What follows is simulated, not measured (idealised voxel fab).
Proc. module: voxel self aligned vias
FYI the section here is cut, 220 nm wide, cells are 5 nm squares.
Just so we're on the same page, the cross-sections are grids of square cells, and they're listed out in bands top to bottom, each band one or more rows deep.
Basically the band line says how high the top is and how high the bottom is, in nm, and then what's in it from left to right, every material with its width in nm. Empty space shows up as "air", and if a single material carries "throughout" it runs the full band edge to edge.
We count height from 0. Below that, the starting wafer is all one material. The lowest band never ends at the bottom but goes on down; see "0 nm and below" for how that is written.
You'd read "30 to 40" like this: the band's top row of cells is as wide as the first number, its bottom row is as wide as the second, and going down, every row changes width by the same amount as the row before did.
Where the words "no modifications" appear for a step, the cross-section shows no cell changed by that step; every cell remained as before.
Empty spaces without an open route to the top, at least 8 cells in extent, make up the entry "Fully sealed cavities"; each is given as width x height at distance, where the distance is measured from the left edge, and all are in nm.
Where a step's line continues beyond its settings, the continuation is a remark by the simulator itself on that step.
Each step line may optionally specify "overlay nm", which for a step with a mask gives the rightward distance between the mask's planned place and where it lay, a negative value indicating the leftward direction.
Plan
| 1 | op RECEIVE | material Si |
| 2 | op CONFORMAL_DEP | material SiO2 | thk nm 10 |
| 3 | op CONFORMAL_DEP | material SiCN | thk nm 5 |
| 4 | op DIRECTIONAL_DEP | material lowk | thk nm 30 |
| 5 | op DIRECTIONAL_DEP | material aC | thk nm 10 |
| 6 | op PATTERN | tone open | mask id LINES | material resist | width nm 30 | pitch nm 70 | thk nm 30 | overlay nm 0 |
| 7 | op DIRECTIONAL_ETCH | etch materials aC | depth nm 10 |
| 8 | op STRIP | etch materials resist |
| 9 | op DIRECTIONAL_ETCH | etch materials lowk | depth nm 30 |
| 10 | op STRIP | etch materials aC |
| 11 | op CONFORMAL_DEP | material TiN | thk nm 5 |
| 12 | op FILL_DEP | material W | thk nm 5 |
| 13 | op CMP | height nm 45 |
| 14 | op SELECTIVE_ETCH | etch materials W Ru TiN | depth nm 10 |
| 15 | op FILL_DEP | material SiN | thk nm 10 |
| 16 | op CMP | height nm 45 |
| 17 | op DIRECTIONAL_DEP | material lowk | thk nm 15 |
| 18 | op MASKED_ETCH | tone open | mask id VIAS | width nm 40 | pitch nm 70 | etch materials lowk | depth nm 15 | overlay nm 0 |
| 19 | op MASKED_ETCH | tone open | mask id VIAS | width nm 40 | pitch nm 70 | etch materials SiN | depth nm 10 | overlay nm 0 |
| 20 | op CONFORMAL_DEP | material TiN | thk nm 5 |
| 21 | op FILL_DEP | material W | thk nm 10 |
| 22 | op CMP | height nm 60 |
| 23 | op CONFORMAL_DEP | material SiCN | thk nm 5 |
Wafer cross-section on receipt, i.e. after step 1
> 0 nm and below = Si throughout
> Fully sealed cavities: none
Post-module cross-section: identical start and plan to those above, one misstep in execution
> 75 nm to 70 nm = SiCN throughout
> 70 nm to 65 nm = W throughout
> 65 nm to 60 nm = TiN: 60; W: 30; TiN: 40; W: 30; TiN: 60
> 60 nm to 50 nm = lowk: 55; TiN: 5; W: 30; TiN: 5; lowk: 30; TiN: 5; W: 30; TiN: 5; lowk: 55
> 50 nm to 40 nm = lowk: 55 to 60; TiN: 10 to 5; W: 20; TiN: 10 to 5; lowk: 30 to 40; TiN: 10 to 5; W: 20; TiN: 10 to 5; lowk: 55 to 60
> 40 nm to 35 nm = lowk: 60; TiN: 30; lowk: 40; TiN: 30; lowk: 60
> 35 nm to 20 nm = lowk: 60; TiN: 5; W: 20; TiN: 5; lowk: 40; TiN: 5; W: 20; TiN: 5; lowk: 60
> 20 nm to 15 nm = lowk: 60; TiN: 30; lowk: 40; TiN: 30; lowk: 60
> 15 nm to 10 nm = SiCN throughout
> 10 nm to 0 nm = SiO2 throughout
> 0 nm and below = Si throughout
> Fully sealed cavities: none
Plan not followed: step 22 was run on a setting that differed from the plan, and what really ran there is op CMP | height nm 70
